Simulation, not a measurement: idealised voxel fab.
process module | voxel transistor to metal
cross-section cut | 180 nm wide | cells 5 nm
A cross-section is a grid of square cells, given in bands from the top down. A band is one or more rows of cells.
Each band's line starts with the height of the band's top and of its bottom, in nm. Then come its materials from left to right, each with its width in nm. One material with "throughout" fills the band from edge to edge. "air" is empty space.
Height 0 is the level under which the wafer as received is all one material. The lowest band goes on downwards, as in "0 down".
A width such as "30 to 40" changes by the same amount from each row of cells to the next, from the band's top row to its bottom row.
"no change" after a step means that no cell of the cross-section changed.
closed voids: empty space of 8 cells or more with no open way to the top, each as width x height at its distance from the left edge, in nm
after a step's settings: what the simulator itself notes on the step
overlay nm, on a step with a mask: how far to the right of its planned place the mask lay; to the left if negative
Each pair below shows a cross-section before one step and the cross-section after it, down to the lowest band that changed. The line under each pair gives the step between them, with its settings. The pairs can come from different runs of this module on the same starting wafer, so a pair continues from the pair above only where its "before" says so.
before
  0 down: Si throughout
  closed voids: none
after
  0 to -5: SiO2 throughout
  below -5: unchanged
  closed voids: none
the step between: op OXIDIZE | depth nm 5
before: the cross-section after the pair above
after
  15 to 0: SiN throughout
  below 0: unchanged
  closed voids: none
the step between: op CONFORMAL_DEP | material SiN | thk nm 15
before: the cross-section after the pair above
after
  25 to 15: aC throughout
  below 15: unchanged
  closed voids: none
the step between: op DIRECTIONAL_DEP | material aC | thk nm 10
before: the cross-section after the pair above
after
  55 to 25: air 35 | resist 110 | air 35
  below 25: unchanged
  closed voids: none
the step between: op PATTERN | tone cover | mask id ACTIVE | material resist | width nm 110 | thk nm 30 | overlay nm 0
before: the cross-section after the pair above
after
  45 to 25: air 35 | resist 110 | air 35
  25 to 15: air 35 | aC 110 | air 35
  below 15: unchanged
  closed voids: none
the step between: op DIRECTIONAL_ETCH | etch materials aC | depth nm 10
before: the cross-section after the pair above
after
  25 to 15: air 35 | aC 110 | air 35
  below 15: unchanged
  closed voids: none
the step between: op STRIP | etch materials resist
before: the cross-section after the pair above
after
  25 to 15: air 35 | aC 110 | air 35
  15 to 0: air 35 | SiN 110 | air 35
  below 0: unchanged
  closed voids: none
the step between: op DIRECTIONAL_ETCH | etch materials SiN | depth nm 15
before: the cross-section after the pair above
after
  25 to 15: air 35 | aC 110 | air 35
  15 to 0: air 35 | SiN 110 | air 35
  0 to -5: air 35 | SiO2 110 | air 35
  below -5: unchanged
  closed voids: none
the step between: op DIRECTIONAL_ETCH | etch materials SiO2 | depth nm 5
before: the cross-section after the pair above
after
  25 to 15: air 35 | aC 110 | air 35
  15 to 0: air 35 | SiN 110 | air 35
  0 to -5: air 35 | SiO2 110 | air 35
  -5 to -35: air 35 | Si 110 | air 35
  below -35: unchanged
  closed voids: none
the step between: op DIRECTIONAL_ETCH | etch materials Si | depth nm 30
before: the cross-section after the pair above
after
  15 to 0: air 35 | SiN 110 | air 35
  below 0: unchanged
  closed voids: none
the step between: op STRIP | etch materials aC
before: the cross-section after the pair above
after
  20 to 15: SiO2 throughout
  15 to 0: SiO2 35 | SiN 110 | SiO2 35
  0 to -5: SiO2 throughout
  -5 to -35: SiO2 35 | Si 110 | SiO2 35
  below -35: unchanged
  closed voids: none
the step between: op FILL_DEP | material SiO2 | thk nm 5
before: the cross-section after the pair above
after
  15 to 0: SiO2 35 | SiN 110 | SiO2 35
  below 0: unchanged
  closed voids: none
the step between: op CMP | height nm 15
before: the cross-section after the pair above
after
  15 to 5: air 35 | SiN 110 | air 35
  below 5: unchanged
  closed voids: none
the step between: op SELECTIVE_ETCH | etch materials SiO2 | depth nm 10
before: the cross-section after the pair above
after
  5 to 0: SiO2 35 | air 110 | SiO2 35
  below 0: unchanged
  closed voids: none
the step between: op STRIP | etch materials SiN
before: the cross-section after the pair above
after
  0 to -5: SiO2 30 | air 120 | SiO2 30
  below -5: unchanged
  closed voids: none
the step between: op SELECTIVE_ETCH | etch materials SiO2 | depth nm 5
before: the cross-section after the pair above
after
  0 to -5: SiO2 30 | air 120 | SiO2 30
  -5 to -10: SiO2 throughout
  below -10: unchanged
  closed voids: none
the step between: op OXIDIZE | depth nm 5
before: the cross-section after the pair above
after
  20 to 15: polySi 30 | air 120 | polySi 30
  15 to 0: polySi throughout
  0 to -5: SiO2 30 | polySi 120 | SiO2 30
  below -5: unchanged
  closed voids: none
the step between: op DIRECTIONAL_DEP | material polySi | thk nm 20
before: the cross-section after the pair above
after
  35 to 30: SiCN 30 | air 120 | SiCN 30
  30 to 20: SiCN throughout
  20 to 15: polySi 30 | SiCN 120 | polySi 30
  below 15: unchanged
  closed voids: none
the step between: op DIRECTIONAL_DEP | material SiCN | thk nm 15
before: the cross-section after the pair above
after
  50 to 35: air 75 | resist 30 | air 75
  35 to 30: SiCN 30 | air 45 | resist 30 | air 45 | SiCN 30
  below 30: unchanged
  closed voids: none
the step between: op PATTERN | tone cover | mask id GATE | material resist | width nm 30 | thk nm 15 | overlay nm 0
before: the cross-section after the pair above
after
  50 to 30: air 75 | resist 30 | air 75
  30 to 20: air 75 | SiCN 30 | air 75
  20 to 15: polySi 30 | air 45 | SiCN 30 | air 45 | polySi 30
  below 15: unchanged
  closed voids: none
the step between: op DIRECTIONAL_ETCH | etch materials SiCN | depth nm 25
before: the cross-section after the pair above
after
  50 to 30: air 75 | resist 30 | air 75
  30 to 15: air 75 | SiCN 30 | air 75
  15 to 0: air 75 | polySi 30 | air 75
  0 to -5: SiO2 30 | air 45 | polySi 30 | air 45 | SiO2 30
  below -5: unchanged
  closed voids: none
the step between: op DIRECTIONAL_ETCH | etch materials polySi | depth nm 30
before: the cross-section after the pair above
after
  30 to 15: air 75 | SiCN 30 | air 75
  below 15: unchanged
  closed voids: none
the step between: op STRIP | etch materials resist
before: the cross-section after the pair above
after
  35 to 30: air 70 | SiO2 40 | air 70
  30 to 15: air 70 | SiO2 5 | SiCN 30 | SiO2 5 | air 70
  15 to 5: air 70 | SiO2 5 | polySi 30 | SiO2 5 | air 70
  5 to 0: SiO2 35 | air 35 | SiO2 5 | polySi 30 | SiO2 5 | air 35 | SiO2 35
  0 to -5: SiO2 75 | polySi 30 | SiO2 75
  below -5: unchanged
  closed voids: none
the step between: op CONFORMAL_DEP | material SiO2 | thk nm 5
before: the cross-section after the pair above
after
  30 to 15: air 70 | SiO2 5 | SiCN 30 | SiO2 5 | air 70
  15 to 0: air 70 | SiO2 5 | polySi 30 | SiO2 5 | air 70
  0 to -5: SiO2 35 | air 35 | SiO2 5 | polySi 30 | SiO2 5 | air 35 | SiO2 35
  below -5: unchanged
  closed voids: none
the step between: op DIRECTIONAL_ETCH | etch materials SiO2 | depth nm 5
before: the cross-section after the pair above
after
  35 to 30: air 65 | SiN 50 | air 65
  30 to 15: air 65 | SiN 5 | SiO2 5 | SiCN 30 | SiO2 5 | SiN 5 | air 65
  15 to 5: air 65 | SiN 5 | SiO2 5 | polySi 30 | SiO2 5 | SiN 5 | air 65
  5 to 0: SiN 40 | air 25 | SiN 5 | SiO2 5 | polySi 30 | SiO2 5 | SiN 5 | air 25 | SiN 40
  0 to -5: SiO2 35 | SiN 35 | SiO2 5 | polySi 30 | SiO2 5 | SiN 35 | SiO2 35
  below -5: unchanged
  closed voids: none
the step between: op CONFORMAL_DEP | material SiN | thk nm 5
before: the cross-section after the pair above
after
  30 to 15: air 65 | SiN 5 | SiO2 5 | SiCN 30 | SiO2 5 | SiN 5 | air 65
  15 to 0: air 65 | SiN 5 | SiO2 5 | polySi 30 | SiO2 5 | SiN 5 | air 65
  0 to -5: SiO2 35 | SiN 5 | air 25 | SiN 5 | SiO2 5 | polySi 30 | SiO2 5 | SiN 5 | air 25 | SiN 5 | SiO2 35
  below -5: unchanged
  closed voids: none
the step between: op DIRECTIONAL_ETCH | etch materials SiN | depth nm 5
before: the cross-section after the pair above
after
  30 to 25: air 65 | SiN 5 | air 5 | SiCN 30 | air 5 | SiN 5 | air 65
  25 to 15: air 65 | SiN 5 | SiO2 5 | SiCN 30 | SiO2 5 | SiN 5 | air 65
  15 to 0: air 65 | SiN 5 | SiO2 5 | polySi 30 | SiO2 5 | SiN 5 | air 65
  0 to -5: air 35 | SiN 5 | air 25 | SiN 5 | SiO2 5 | polySi 30 | SiO2 5 | SiN 5 | air 25 | SiN 5 | air 35
  -5 to -10: SiO2 40 | air 25 | SiO2 50 | air 25 | SiO2 40
  below -10: unchanged
  closed voids: none
the step between: op DIRECTIONAL_ETCH | etch materials SiO2 | depth nm 5
before: the cross-section after the pair above
after
  30 to 25: air 65 | SiN 5 | air 5 | SiCN 30 | air 5 | SiN 5 | air 65
  25 to 15: air 65 | SiN 5 | SiO2 5 | SiCN 30 | SiO2 5 | SiN 5 | air 65
  15 to 0: air 65 | SiN 5 | SiO2 5 | polySi 30 | SiO2 5 | SiN 5 | air 65
  0 to -5: air 35 | SiN 5 | air 25 | SiN 5 | SiO2 5 | polySi 30 | SiO2 5 | SiN 5 | air 25 | SiN 5 | air 35
  -5 to -10: SiO2 40 | nSi 25 | SiO2 50 | nSi 25 | SiO2 40
  below -10: unchanged
  closed voids: none
the step between: op EPI | material nSi | thk nm 5
before: the cross-section after the pair above
after
  40 to 30: SiO2 throughout
  30 to 15: SiO2 65 | SiN 5 | SiO2 5 | SiCN 30 | SiO2 5 | SiN 5 | SiO2 65
  15 to 0: SiO2 65 | SiN 5 | SiO2 5 | polySi 30 | SiO2 5 | SiN 5 | SiO2 65
  0 to -5: SiO2 35 | SiN 5 | SiO2 25 | SiN 5 | SiO2 5 | polySi 30 | SiO2 5 | SiN 5 | SiO2 25 | SiN 5 | SiO2 35
  below -5: unchanged
  closed voids: none
the step between: op FILL_DEP | material SiO2 | thk nm 10
before: the cross-section after the pair above
after
  15 to 0: SiO2 65 | SiN 5 | SiO2 5 | polySi 30 | SiO2 5 | SiN 5 | SiO2 65
  below 0: unchanged
  closed voids: none
the step between: op CMP | height nm 15
before: the cross-section after the pair above
after
  15 to 0: SiO2 65 | SiN 5 | SiO2 5 | air 30 | SiO2 5 | SiN 5 | SiO2 65
  0 to -5: SiO2 35 | SiN 5 | SiO2 25 | SiN 5 | SiO2 5 | air 30 | SiO2 5 | SiN 5 | SiO2 25 | SiN 5 | SiO2 35
  below -5: unchanged
  closed voids: none
the step between: op STRIP | etch materials polySi
before: the cross-section after the pair above
after
  15 to 10: air 65 | SiN 5 | air 40 | SiN 5 | air 65
  10 to 0: SiO2 65 | SiN 5 | air 40 | SiN 5 | SiO2 65
  0 to -5: SiO2 35 | SiN 5 | SiO2 25 | SiN 5 | air 40 | SiN 5 | SiO2 25 | SiN 5 | SiO2 35
  -5 to -10: SiO2 40 | nSi 25 | SiO2 5 | air 40 | SiO2 5 | nSi 25 | SiO2 40
  below -10: unchanged
  closed voids: none
the step between: op SELECTIVE_ETCH | etch materials SiO2 | depth nm 5
before: the cross-section after the pair above
after
  20 to 15: air 60 | HfO2 15 | air 30 | HfO2 15 | air 60
  15 to 10: HfO2 65 | SiN 5 | HfO2 5 | air 30 | HfO2 5 | SiN 5 | HfO2 65
  10 to 0: SiO2 65 | SiN 5 | HfO2 5 | air 30 | HfO2 5 | SiN 5 | SiO2 65
  0 to -5: SiO2 35 | SiN 5 | SiO2 25 | SiN 5 | HfO2 5 | air 30 | HfO2 5 | SiN 5 | SiO2 25 | SiN 5 | SiO2 35
  -5 to -10: SiO2 40 | nSi 25 | SiO2 5 | HfO2 40 | SiO2 5 | nSi 25 | SiO2 40
  below -10: unchanged
  closed voids: none
the step between: op CONFORMAL_DEP | material HfO2 | thk nm 5
before: the cross-section after the pair above
after
  25 to 20: air 55 | TiN 25 | air 20 | TiN 25 | air 55
  20 to 15: TiN 60 | HfO2 15 | TiN 5 | air 20 | TiN 5 | HfO2 15 | TiN 60
  15 to 10: HfO2 65 | SiN 5 | HfO2 5 | TiN 5 | air 20 | TiN 5 | HfO2 5 | SiN 5 | HfO2 65
  10 to 0: SiO2 65 | SiN 5 | HfO2 5 | TiN 5 | air 20 | TiN 5 | HfO2 5 | SiN 5 | SiO2 65
  0 to -5: SiO2 35 | SiN 5 | SiO2 25 | SiN 5 | HfO2 5 | TiN 30 | HfO2 5 | SiN 5 | SiO2 25 | SiN 5 | SiO2 35
  below -5: unchanged
  closed voids: none
the step between: op CONFORMAL_DEP | material TiN | thk nm 5
before: the cross-section after the pair above
after
  35 to 25: W throughout
  25 to 20: W 55 | TiN 25 | W 20 | TiN 25 | W 55
  20 to 15: TiN 60 | HfO2 15 | TiN 5 | W 20 | TiN 5 | HfO2 15 | TiN 60
  15 to 10: HfO2 65 | SiN 5 | HfO2 5 | TiN 5 | W 20 | TiN 5 | HfO2 5 | SiN 5 | HfO2 65
  10 to 0: SiO2 65 | SiN 5 | HfO2 5 | TiN 5 | W 20 | TiN 5 | HfO2 5 | SiN 5 | SiO2 65
  below 0: unchanged
  closed voids: none
the step between: op FILL_DEP | material W | thk nm 10
before: the cross-section after the pair above
after
  10 to 0: SiO2 65 | SiN 5 | HfO2 5 | TiN 5 | W 20 | TiN 5 | HfO2 5 | SiN 5 | SiO2 65
  below 0: unchanged
  closed voids: none
the step between: op CMP | height nm 10
before: the cross-section after the pair above
after
  20 to 10: SiO2 throughout
  below 10: unchanged
  closed voids: none
the step between: op DIRECTIONAL_DEP | material SiO2 | thk nm 10
before: the cross-section after the pair above
after
  35 to 20: resist 40 | air 20 | resist 60 | air 20 | resist 40
  below 20: unchanged
  closed voids: none
the step between: op PATTERN | tone open | mask id CONTACT | material resist | width nm 20 | pitch nm 80 | thk nm 15 | overlay nm 0
before: the cross-section after the pair above
after
  35 to 20: resist 40 | air 20 | resist 60 | air 20 | resist 40
  20 to 10: SiO2 40 | air 20 | SiO2 60 | air 20 | SiO2 40
  10 to 0: SiO2 40 | air 20 | SiO2 5 | SiN 5 | HfO2 5 | TiN 5 | W 20 | TiN 5 | HfO2 5 | SiN 5 | SiO2 5 | air 20 | SiO2 40
  0 to -5: SiO2 35 | SiN 5 | air 20 | SiO2 5 | SiN 5 | HfO2 5 | TiN 30 | HfO2 5 | SiN 5 | SiO2 5 | air 20 | SiN 5 | SiO2 35
  below -5: unchanged
  closed voids: none
the step between: op DIRECTIONAL_ETCH | etch materials SiO2 | depth nm 25
before: the cross-section after the pair above
after
  20 to 10: SiO2 40 | air 20 | SiO2 60 | air 20 | SiO2 40
  below 10: unchanged
  closed voids: none
the step between: op STRIP | etch materials resist
before: the cross-section after the pair above
after
  25 to 20: TiN 45 | air 10 | TiN 70 | air 10 | TiN 45
  20 to 10: SiO2 40 | TiN 5 | air 10 | TiN 5 | SiO2 60 | TiN 5 | air 10 | TiN 5 | SiO2 40
  10 to 0: SiO2 40 | TiN 5 | air 10 | TiN 5 | SiO2 5 | SiN 5 | HfO2 5 | TiN 5 | W 20 | TiN 5 | HfO2 5 | SiN 5 | SiO2 5 | TiN 5 | air 10 | TiN 5 | SiO2 40
  0 to -5: SiO2 35 | SiN 5 | TiN 20 | SiO2 5 | SiN 5 | HfO2 5 | TiN 30 | HfO2 5 | SiN 5 | SiO2 5 | TiN 20 | SiN 5 | SiO2 35
  below -5: unchanged
  closed voids: none
the step between: op CONFORMAL_DEP | material TiN | thk nm 5
before: the cross-section after the pair above
after
  35 to 25: W throughout
  25 to 20: TiN 45 | W 10 | TiN 70 | W 10 | TiN 45
  20 to 10: SiO2 40 | TiN 5 | W 10 | TiN 5 | SiO2 60 | TiN 5 | W 10 | TiN 5 | SiO2 40
  10 to 0: SiO2 40 | TiN 5 | W 10 | TiN 5 | SiO2 5 | SiN 5 | HfO2 5 | TiN 5 | W 20 | TiN 5 | HfO2 5 | SiN 5 | SiO2 5 | TiN 5 | W 10 | TiN 5 | SiO2 40
  below 0: unchanged
  closed voids: none
the step between: op FILL_DEP | material W | thk nm 10
before: the cross-section after the pair above
after
  20 to 10: SiO2 40 | TiN 5 | W 10 | TiN 5 | SiO2 60 | TiN 5 | W 10 | TiN 5 | SiO2 40
  below 10: unchanged
  closed voids: none
the step between: op CMP | height nm 20
before: the cross-section after the pair above
after
  25 to 20: TiN throughout
  below 20: unchanged
  closed voids: none
the step between: op DIRECTIONAL_DEP | material TiN | thk nm 5
before: the cross-section after the pair above
after
  45 to 25: W throughout
  below 25: unchanged
  closed voids: none
the step between: op DIRECTIONAL_DEP | material W | thk nm 20
before: the cross-section after the pair above
after
  55 to 45: aC throughout
  below 45: unchanged
  closed voids: none
the step between: op DIRECTIONAL_DEP | material aC | thk nm 10
before: the cross-section after the pair above
after
  80 to 55: air 40 | resist 20 | air 60 | resist 20 | air 40
  below 55: unchanged
  closed voids: none
the step between: op PATTERN | tone cover | mask id METAL_1 | material resist | width nm 20 | pitch nm 80 | thk nm 25 | overlay nm 0
before: the cross-section after the pair above
after
  70 to 55: air 40 | resist 20 | air 60 | resist 20 | air 40
  55 to 45: air 40 | aC 20 | air 60 | aC 20 | air 40
  below 45: unchanged
  closed voids: none
the step between: op DIRECTIONAL_ETCH | etch materials aC | depth nm 10
before: the cross-section after the pair above
after
  55 to 45: air 40 | aC 20 | air 60 | aC 20 | air 40
  below 45: unchanged
  closed voids: none
the step between: op STRIP | etch materials resist
before: the cross-section after the pair above
after
  55 to 45: air 40 | aC 20 | air 60 | aC 20 | air 40
  45 to 25: air 40 | W 20 | air 60 | W 20 | air 40
  below 25: unchanged
  closed voids: none
the step between: op DIRECTIONAL_ETCH | etch materials W | depth nm 20
before: the cross-section after the pair above
after
  55 to 45: air 40 | aC 20 | air 60 | aC 20 | air 40
  45 to 25: air 40 | W 20 | air 60 | W 20 | air 40
  25 to 20: air 40 | TiN 20 | air 60 | TiN 20 | air 40
  below 20: unchanged
  closed voids: none
the step between: op DIRECTIONAL_ETCH | etch materials TiN | depth nm 5
before: the cross-section after the pair above
after
  45 to 25: air 40 | W 20 | air 60 | W 20 | air 40
  below 25: unchanged
  closed voids: none
the step between: op STRIP | etch materials aC
before: the cross-section after the pair above
after
  55 to 45: SiO2 throughout
  45 to 25: SiO2 40 | W 20 | SiO2 60 | W 20 | SiO2 40
  25 to 20: SiO2 40 | TiN 20 | SiO2 60 | TiN 20 | SiO2 40
  below 20: unchanged
  closed voids: none
the step between: op FILL_DEP | material SiO2 | thk nm 10
before: the cross-section after the pair above
after
  45 to 25: SiO2 40 | W 20 | SiO2 60 | W 20 | SiO2 40
  below 25: unchanged
  closed voids: none
the step between: op CMP | height nm 45
before: the cross-section after the pair above
after
  50 to 45: SiCN throughout
  below 45: unchanged
  closed voids: none
the step between: op CONFORMAL_DEP | material SiCN | thk nm 5
before: the cross-section after the pair above
after
  85 to 50: lowk throughout
  below 50: unchanged
  closed voids: none
the step between: op DIRECTIONAL_DEP | material lowk | thk nm 35
before: the cross-section after the pair above
after
  85 to 65: lowk 40 | air 20 | lowk 60 | air 20 | lowk 40
  below 65: unchanged
  closed voids: none
the step between: op MASKED_ETCH | tone open | mask id METAL_2 | width nm 20 | pitch nm 80 | etch materials lowk | depth nm 20 | overlay nm 0
before: the cross-section after the pair above
after
  105 to 85: resist 40 | air 15 | resist 65 | air 15 | resist 45
  85 to 65: lowk 40 | air 15 | resist 5 | lowk 60 | air 15 | resist 5 | lowk 40
  below 65: unchanged
  closed voids: none
the step between: op PATTERN | tone open | mask id METAL_2_HOLES | material resist | width nm 15 | pitch nm 80 | thk nm 20 | overlay nm 0
before: the cross-section after the pair above
after
  105 to 85: resist 40 | air 15 | resist 65 | air 15 | resist 45
  85 to 65: lowk 40 | air 15 | resist 5 | lowk 60 | air 15 | resist 5 | lowk 40
  65 to 50: lowk 40 | air 15 | lowk 65 | air 15 | lowk 45
  below 50: unchanged
  closed voids: none
the step between: op DIRECTIONAL_ETCH | etch materials lowk | depth nm 15
before: the cross-section after the pair above
after
  105 to 85: resist 40 | air 15 | resist 65 | air 15 | resist 45
  85 to 65: lowk 40 | air 15 | resist 5 | lowk 60 | air 15 | resist 5 | lowk 40
  65 to 50: lowk 40 | air 15 | lowk 65 | air 15 | lowk 45
  50 to 45: SiCN 40 | air 15 | SiCN 65 | air 15 | SiCN 45
  below 45: unchanged
  closed voids: none
the step between: op DIRECTIONAL_ETCH | etch materials SiCN | depth nm 5
before: the cross-section after the pair above
after
  85 to 65: lowk 40 | air 20 | lowk 60 | air 20 | lowk 40
  below 65: unchanged
  closed voids: none
the step between: op STRIP | etch materials resist
before: the cross-section after the pair above
after
  90 to 85: TiN 45 | air 10 | TiN 70 | air 10 | TiN 45
  85 to 70: lowk 40 | TiN 5 | air 10 | TiN 5 | lowk 60 | TiN 5 | air 10 | TiN 5 | lowk 40
  70 to 65: lowk 40 | TiN 5 | air 5 | TiN 10 | lowk 60 | TiN 5 | air 5 | TiN 10 | lowk 40
  65 to 50: lowk 40 | TiN 5 | air 5 | TiN 5 | lowk 65 | TiN 5 | air 5 | TiN 5 | lowk 45
  50 to 45: SiCN 40 | TiN 15 | SiCN 65 | TiN 15 | SiCN 45
  below 45: unchanged
  closed voids: none
the step between: op CONFORMAL_DEP | material TiN | thk nm 5
before: the cross-section after the pair above
after
  95 to 90: Cu throughout
  90 to 85: TiN 45 | Cu 10 | TiN 70 | Cu 10 | TiN 45
  85 to 70: lowk 40 | TiN 5 | Cu 10 | TiN 5 | lowk 60 | TiN 5 | Cu 10 | TiN 5 | lowk 40
  70 to 65: lowk 40 | TiN 5 | Cu 5 | TiN 10 | lowk 60 | TiN 5 | Cu 5 | TiN 10 | lowk 40
  65 to 50: lowk 40 | TiN 5 | Cu 5 | TiN 5 | lowk 65 | TiN 5 | Cu 5 | TiN 5 | lowk 45
  below 50: unchanged
  closed voids: none
the step between: op FILL_DEP | material Cu | thk nm 5
before: the cross-section after the pair above
after
  85 to 70: lowk 40 | TiN 5 | Cu 10 | TiN 5 | lowk 60 | TiN 5 | Cu 10 | TiN 5 | lowk 40
  below 70: unchanged
  closed voids: none
the step between: op CMP | height nm 85
before: the cross-section after the pair above
after
  90 to 85: SiCN throughout
  below 85: unchanged
  closed voids: none
the step between: op CONFORMAL_DEP | material SiCN | thk nm 5
before
  30 to 15: air 70 | SiO2 5 | SiCN 30 | SiO2 5 | air 70
  15 to 0: air 70 | SiO2 5 | polySi 30 | SiO2 5 | air 70
  0 to -5: SiO2 35 | air 35 | SiO2 5 | polySi 30 | SiO2 5 | air 35 | SiO2 35
  -5 to -10: SiO2 throughout
  -10 to -35: SiO2 35 | Si 110 | SiO2 35
  -35 down: Si throughout
  closed voids: none
after
  30 to 25: air 75 | SiCN 30 | air 75
  25 to 15: air 70 | SiO2 5 | SiCN 30 | SiO2 5 | air 70
  15 to -5: air 70 | SiO2 5 | polySi 30 | SiO2 5 | air 70
  -5 to -10: SiO2 35 | air 35 | SiO2 40 | air 35 | SiO2 35
  below -10: unchanged
  closed voids: none
the step between: op DIRECTIONAL_ETCH | etch materials SiO2 | depth nm 5
before: the cross-section after the pair above
after
  30 to 25: air 75 | SiCN 30 | air 75
  25 to 15: air 70 | SiO2 5 | SiCN 30 | SiO2 5 | air 70
  15 to -5: air 70 | SiO2 5 | polySi 30 | SiO2 5 | air 70
  -5 to -10: SiO2 35 | nSi 35 | SiO2 40 | nSi 35 | SiO2 35
  below -10: unchanged
  closed voids: none
the step between: op EPI | material nSi | thk nm 5
before: the cross-section after the pair above
after
  40 to 30: SiO2 throughout
  30 to 15: SiO2 75 | SiCN 30 | SiO2 75
  15 to -5: SiO2 75 | polySi 30 | SiO2 75
  below -5: unchanged
  closed voids: none
the step between: op FILL_DEP | material SiO2 | thk nm 10
before: the cross-section after the pair above
after
  15 to -5: SiO2 75 | polySi 30 | SiO2 75
  below -5: unchanged
  closed voids: none
the step between: op CMP | height nm 15
before: the cross-section after the pair above
after
  15 to -5: SiO2 75 | air 30 | SiO2 75
  below -5: unchanged
  closed voids: none
the step between: op STRIP | etch materials polySi
before: the cross-section after the pair above
after
  10 to -5: SiO2 70 | air 40 | SiO2 70
  -5 to -10: SiO2 35 | nSi 35 | air 40 | nSi 35 | SiO2 35
  below -10: unchanged
  closed voids: none
the step between: op SELECTIVE_ETCH | etch materials SiO2 | depth nm 5
before: the cross-section after the pair above
after
  15 to 10: HfO2 75 | air 30 | HfO2 75
  10 to -5: SiO2 70 | HfO2 5 | air 30 | HfO2 5 | SiO2 70
  -5 to -10: SiO2 35 | nSi 35 | HfO2 40 | nSi 35 | SiO2 35
  below -10: unchanged
  closed voids: none
the step between: op CONFORMAL_DEP | material HfO2 | thk nm 5
before: the cross-section after the pair above
after
  20 to 15: TiN 80 | air 20 | TiN 80
  15 to 10: HfO2 75 | TiN 5 | air 20 | TiN 5 | HfO2 75
  10 to 0: SiO2 70 | HfO2 5 | TiN 5 | air 20 | TiN 5 | HfO2 5 | SiO2 70
  0 to -5: SiO2 70 | HfO2 5 | TiN 30 | HfO2 5 | SiO2 70
  below -5: unchanged
  closed voids: none
the step between: op CONFORMAL_DEP | material TiN | thk nm 5
before: the cross-section after the pair above
after
  30 to 20: W throughout
  20 to 15: TiN 80 | W 20 | TiN 80
  15 to 10: HfO2 75 | TiN 5 | W 20 | TiN 5 | HfO2 75
  10 to 0: SiO2 70 | HfO2 5 | TiN 5 | W 20 | TiN 5 | HfO2 5 | SiO2 70
  below 0: unchanged
  closed voids: none
the step between: op FILL_DEP | material W | thk nm 10
before: the cross-section after the pair above
after
  10 to 0: SiO2 70 | HfO2 5 | TiN 5 | W 20 | TiN 5 | HfO2 5 | SiO2 70
  below 0: unchanged
  closed voids: none
the step between: op CMP | height nm 10
before: the cross-section after the pair above
after
  20 to 10: SiO2 throughout
  below 10: unchanged
  closed voids: none
the step between: op DIRECTIONAL_DEP | material SiO2 | thk nm 10
before: the cross-section after the pair above
after
  35 to 20: resist 40 | air 20 | resist 60 | air 20 | resist 40
  below 20: unchanged
  closed voids: none
the step between: op PATTERN | tone open | mask id CONTACT | material resist | width nm 20 | pitch nm 80 | thk nm 15 | overlay nm 0
before: the cross-section after the pair above
after
  35 to 20: resist 40 | air 20 | resist 60 | air 20 | resist 40
  20 to 10: SiO2 40 | air 20 | SiO2 60 | air 20 | SiO2 40
  10 to 0: SiO2 40 | air 20 | SiO2 10 | HfO2 5 | TiN 5 | W 20 | TiN 5 | HfO2 5 | SiO2 10 | air 20 | SiO2 40
  0 to -5: SiO2 40 | air 20 | SiO2 10 | HfO2 5 | TiN 30 | HfO2 5 | SiO2 10 | air 20 | SiO2 40
  below -5: unchanged
  closed voids: none
the step between: op DIRECTIONAL_ETCH | etch materials SiO2 | depth nm 25
before: the cross-section after the pair above
after
  20 to 10: SiO2 40 | air 20 | SiO2 60 | air 20 | SiO2 40
  below 10: unchanged
  closed voids: none
the step between: op STRIP | etch materials resist
before: the cross-section after the pair above
after
  25 to 20: TiN 45 | air 10 | TiN 70 | air 10 | TiN 45
  20 to 10: SiO2 40 | TiN 5 | air 10 | TiN 5 | SiO2 60 | TiN 5 | air 10 | TiN 5 | SiO2 40
  10 to 0: SiO2 40 | TiN 5 | air 10 | TiN 5 | SiO2 10 | HfO2 5 | TiN 5 | W 20 | TiN 5 | HfO2 5 | SiO2 10 | TiN 5 | air 10 | TiN 5 | SiO2 40
  0 to -5: SiO2 40 | TiN 20 | SiO2 10 | HfO2 5 | TiN 30 | HfO2 5 | SiO2 10 | TiN 20 | SiO2 40
  below -5: unchanged
  closed voids: none
the step between: op CONFORMAL_DEP | material TiN | thk nm 5
before: the cross-section after the pair above
after
  35 to 25: W throughout
  25 to 20: TiN 45 | W 10 | TiN 70 | W 10 | TiN 45
  20 to 10: SiO2 40 | TiN 5 | W 10 | TiN 5 | SiO2 60 | TiN 5 | W 10 | TiN 5 | SiO2 40
  10 to 0: SiO2 40 | TiN 5 | W 10 | TiN 5 | SiO2 10 | HfO2 5 | TiN 5 | W 20 | TiN 5 | HfO2 5 | SiO2 10 | TiN 5 | W 10 | TiN 5 | SiO2 40
  below 0: unchanged
  closed voids: none
the step between: op FILL_DEP | material W | thk nm 10
before: the cross-section after the pair above
after
  20 to 10: SiO2 40 | TiN 5 | W 10 | TiN 5 | SiO2 60 | TiN 5 | W 10 | TiN 5 | SiO2 40
  below 10: unchanged
  closed voids: none
the step between: op CMP | height nm 20
before: the cross-section after the pair above
after
  25 to 20: TiN throughout
  below 20: unchanged
  closed voids: none
the step between: op DIRECTIONAL_DEP | material TiN | thk nm 5
before: the cross-section after the pair above
after
  45 to 25: W throughout
  below 25: unchanged
  closed voids: none
the step between: op DIRECTIONAL_DEP | material W | thk nm 20
before: the cross-section after the pair above
after
  55 to 45: aC throughout
  below 45: unchanged
  closed voids: none
the step between: op DIRECTIONAL_DEP | material aC | thk nm 10
before: the cross-section after the pair above
after
  80 to 55: air 40 | resist 20 | air 60 | resist 20 | air 40
  below 55: unchanged
  closed voids: none
the step between: op PATTERN | tone cover | mask id METAL_1 | material resist | width nm 20 | pitch nm 80 | thk nm 25 | overlay nm 0
before: the cross-section after the pair above
after
  70 to 55: air 40 | resist 20 | air 60 | resist 20 | air 40
  55 to 45: air 40 | aC 20 | air 60 | aC 20 | air 40
  below 45: unchanged
  closed voids: none
the step between: op DIRECTIONAL_ETCH | etch materials aC | depth nm 10
before: the cross-section after the pair above
after
  55 to 45: air 40 | aC 20 | air 60 | aC 20 | air 40
  below 45: unchanged
  closed voids: none
the step between: op STRIP | etch materials resist
before: the cross-section after the pair above
after
  55 to 45: air 40 | aC 20 | air 60 | aC 20 | air 40
  45 to 25: air 40 | W 20 | air 60 | W 20 | air 40
  below 25: unchanged
  closed voids: none
the step between: op DIRECTIONAL_ETCH | etch materials W | depth nm 20
before: the cross-section after the pair above
after
  55 to 45: air 40 | aC 20 | air 60 | aC 20 | air 40
  45 to 25: air 40 | W 20 | air 60 | W 20 | air 40
  25 to 20: air 40 | TiN 20 | air 60 | TiN 20 | air 40
  below 20: unchanged
  closed voids: none
the step between: op DIRECTIONAL_ETCH | etch materials TiN | depth nm 5
before: the cross-section after the pair above
after
  45 to 25: air 40 | W 20 | air 60 | W 20 | air 40
  below 25: unchanged
  closed voids: none
the step between: op STRIP | etch materials aC
before: the cross-section after the pair above
after
  55 to 45: SiO2 throughout
  45 to 25: SiO2 40 | W 20 | SiO2 60 | W 20 | SiO2 40
  25 to 20: SiO2 40 | TiN 20 | SiO2 60 | TiN 20 | SiO2 40
  below 20: unchanged
  closed voids: none
the step between: op FILL_DEP | material SiO2 | thk nm 10
